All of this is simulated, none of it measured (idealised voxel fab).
Title: Process Module voxel wiring stack
290 nm wide, 5 nm square cells: that's cross-section cut.
Throughout this document, each cross-section is represented as a grid of square cells and is presented as a sequence of bands enumerated from the top downward, where a band comprises one or more rows of cells.
Band: top height; bottom height; in nm. Then, left to right: material with width in nm, for each material. "throughout": a single material spanning edge to edge. "blank": empty space.
A quick word on heights: they are counted from 0, and under that level the wafer as it came to us is one material throughout. The lowest band is different from the rest in having no bottom; it simply continues downward, written as in "from 0 down".
Quick explanation for "30 to 40": the width changes in equal steps down the rows of cells, from the first number in the band's top row to the second number in its bottom row.
Reading "remained the same" for a step: not a cell of the cross-section changed in it.
Empty spaces without an open route to the top, at least 8 cells in extent, make up the entry "Internal closed voids"; each is given as width x height at distance, where the distance is measured from the left edge, and all are in nm.
On a step's line, text after the settings is the simulator commenting on that step.
"overlay nm", when on a step's line for a step with a mask, measures how far to the right of its planned place the mask lay; a negative measure means to the left.
The process steps that were planned are listed below
1. op RECEIVE | material Si
2. op CONFORMAL_DEP | material SiO2 | thk nm 15
3. op DIRECTIONAL_DEP | material TiN | thk nm 5
4. op DIRECTIONAL_DEP | material Ru | thk nm 25
5. op DIRECTIONAL_DEP | material aC | thk nm 10
6. op PATTERN | tone cover | mask id METAL_1 | material resist | width nm 25 | pitch nm 40 | thk nm 30 | overlay nm 0
7. op DIRECTIONAL_ETCH | etch materials aC | depth nm 10
8. op STRIP | etch materials resist
9. op DIRECTIONAL_ETCH | etch materials Ru | depth nm 25
10. op DIRECTIONAL_ETCH | etch materials TiN | depth nm 5
11. op STRIP | etch materials aC
12. op FILL_DEP | material lowk | thk nm 10
13. op CMP | height nm 45
14. op CONFORMAL_DEP | material SiCN | thk nm 5
15. op DIRECTIONAL_DEP | material SiO2 | thk nm 20
16. op PATTERN | tone open | mask id PLUG_1 | material resist | width nm 15 | pitch nm 40 | thk nm 20 | overlay nm 0
17. op DIRECTIONAL_ETCH | etch materials SiO2 | depth nm 20
18. op DIRECTIONAL_ETCH | etch materials SiCN | depth nm 5
19. op STRIP | etch materials resist
20. op EPI | material Ru | thk nm 10
21. op EPI | material Ru | thk nm 10
22. op EPI | material Ru | thk nm 5
23. op DIRECTIONAL_DEP | material TiN | thk nm 5
24. op DIRECTIONAL_DEP | material Ru | thk nm 20
25. op DIRECTIONAL_DEP | material aC | thk nm 15
26. op PATTERN | tone cover | mask id METAL_2 | material resist | width nm 25 | pitch nm 40 | thk nm 30 | overlay nm 0
27. op DIRECTIONAL_ETCH | etch materials aC | depth nm 15
28. op STRIP | etch materials resist
29. op DIRECTIONAL_ETCH | etch materials Ru | depth nm 20
30. op DIRECTIONAL_ETCH | etch materials TiN | depth nm 5
31. op STRIP | etch materials aC
32. op FILL_DEP | material lowk | thk nm 10
33. op CMP | height nm 95
34. op CONFORMAL_DEP | material SiCN | thk nm 5
35. op DIRECTIONAL_DEP | material SiO2 | thk nm 30
36. op DIRECTIONAL_DEP | material aC | thk nm 10
37. op PATTERN | tone open | mask id METAL_3 | material resist | width nm 25 | pitch nm 40 | thk nm 25 | overlay nm 0
38. op DIRECTIONAL_ETCH | etch materials aC | depth nm 10
39. op STRIP | etch materials resist
40. op DIRECTIONAL_ETCH | etch materials SiO2 | depth nm 15
41. op STRIP | etch materials aC
42. op PATTERN | tone open | mask id METAL_3_HOLES | material resist | width nm 15 | thk nm 15 | overlay nm 0
43. op DIRECTIONAL_ETCH | etch materials SiO2 | depth nm 15
44. op DIRECTIONAL_ETCH | etch materials SiCN | depth nm 5
45. op STRIP | etch materials resist
46. op CONFORMAL_DEP | material TiN | thk nm 5
47. op FILL_DEP | material Cu | thk nm 5
48. op CMP | height nm 130
49. op CONFORMAL_DEP | material SiCN | thk nm 5
50. op DIRECTIONAL_DEP | material SiO2 | thk nm 25
51. op MASKED_ETCH | tone open | mask id METAL_4_HOLES | width nm 15 | pitch nm 40 | etch materials SiO2 | depth nm 25 | overlay nm 0
52. op PATTERN | tone open | mask id METAL_4 | material resist | width nm 25 | pitch nm 40 | thk nm 20 | overlay nm 0
53. op DIRECTIONAL_ETCH | etch materials SiO2 | depth nm 15
54. op DIRECTIONAL_ETCH | etch materials SiCN | depth nm 5
55. op STRIP | etch materials resist
56. op CONFORMAL_DEP | material TiN | thk nm 5
57. op FILL_DEP | material Cu | thk nm 5
58. op CMP | height nm 160
59. op CONFORMAL_DEP | material SiCN | thk nm 5
Incoming wafer, cross-sectional view, post step 1
- from 0 down | Si throughout
- Internal closed voids: none
Cross-sectional view of the first of the two wafers upon completion of the module, processed in accordance with the plan
- from 165 to 160 | SiCN throughout
- from 160 to 150 | SiO2 (110) | TiN (5) | Cu (15) | TiN (5) | SiO2 (15) | TiN (5) | Cu (15) | TiN (5) | SiO2 (115)
- from 150 to 145 | SiO2 (110) | TiN (5) | Cu (5) | TiN (15) | SiO2 (15) | TiN (5) | Cu (5) | TiN (15) | SiO2 (115)
- from 145 to 135 | SiO2 (110) | TiN (5) | Cu (5) | TiN (5) | SiO2 (25) | TiN (5) | Cu (5) | TiN (5) | SiO2 (125)
- from 135 to 130 | SiCN (110) | TiN (15) | SiCN (25) | TiN (15) | SiCN (125)
- from 130 to 120 | SiO2 (110) | TiN (5) | Cu (15) | TiN (5) | SiO2 (15) | TiN (5) | Cu (15) | TiN (5) | SiO2 (115)
- from 120 to 115 | SiO2 (110) | TiN (5) | Cu (5) | TiN (15) | SiO2 (15) | TiN (25) | SiO2 (115)
- from 115 to 100 | SiO2 (110) | TiN (5) | Cu (5) | TiN (5) | SiO2 (165)
- from 100 to 95 | SiCN (110) | TiN (15) | SiCN (165)
- from 95 to 75 | lowk (110) | Ru (25) | lowk (15) | Ru (25) | lowk (115)
- from 75 to 70 | lowk (110) | TiN (25) | lowk (15) | TiN (25) | lowk (115)
- from 70 to 50 | SiO2 (110) | Ru (15) | SiO2 (25) | Ru (15) | SiO2 (125)
- from 50 to 45 | SiCN (110) | Ru (15) | SiCN (25) | Ru (15) | SiCN (125)
- from 45 to 20 | lowk (110) | Ru (25) | lowk (15) | Ru (25) | lowk (115)
- from 20 to 15 | lowk (110) | TiN (25) | lowk (15) | TiN (25) | lowk (115)
- from 15 to 0 | SiO2 throughout
- from 0 down | Si throughout
- Internal closed voids: none
Module end: cross-section of wafer two of two. Same start and process plan as the first wafer. One mistake during execution
- from 165 to 160 | SiCN throughout
- from 160 to 150 | SiO2 (110) | TiN (5) | Cu (15) | TiN (5) | SiO2 (15) | TiN (5) | Cu (15) | TiN (5) | SiO2 (115)
- from 150 to 145 | SiO2 (110) | TiN (5) | Cu (5) | TiN (15) | SiO2 (15) | TiN (5) | Cu (5) | TiN (15) | SiO2 (115)
- from 145 to 135 | SiO2 (110) | TiN (5) | Cu (5) | TiN (5) | SiO2 (25) | TiN (5) | Cu (5) | TiN (5) | SiO2 (125)
- from 135 to 130 | SiCN (110) | TiN (15) | SiCN (25) | TiN (15) | SiCN (125)
- from 130 to 120 | SiO2 (110) | TiN (5) | Cu (15) | TiN (5) | SiO2 (15) | TiN (5) | Cu (15) | TiN (5) | SiO2 (115)
- from 120 to 115 | SiO2 (110) | TiN (5) | Cu (5) | TiN (15) | SiO2 (15) | TiN (25) | SiO2 (115)
- from 115 to 100 | SiO2 (110) | TiN (5) | Cu (5) | TiN (5) | SiO2 (165)
- from 100 to 95 | SiCN (110) | TiN (15) | SiCN (165)
- from 95 to 75 | Ru (110) | lowk (25) | Ru (15) | lowk (25) | Ru (115)
- from 75 to 70 | TiN (110) | lowk (25) | TiN (15) | lowk (25) | TiN (115)
- from 70 to 50 | SiO2 (110) | Ru (15) | SiO2 (25) | Ru (15) | SiO2 (125)
- from 50 to 45 | SiCN (110) | Ru (15) | SiCN (25) | Ru (15) | SiCN (125)
- from 45 to 20 | lowk (110) | Ru (25) | lowk (15) | Ru (25) | lowk (115)
- from 20 to 15 | lowk (110) | TiN (25) | lowk (15) | TiN (25) | lowk (115)
- from 15 to 0 | SiO2 throughout
- from 0 down | Si throughout
- Internal closed voids: none
Heads up, the wafer didn't run the way we planned it: step 26 ran with different settings than intended, the actual operation and settings being op PATTERN | tone open | mask id METAL_2 | material resist | width nm 25 | pitch nm 40 | thk nm 30 | overlay nm 0
Final cells, second wafer relative to first, materials higher or lower: 152 more of Ru | 38 more of TiN | 190 fewer of lowk
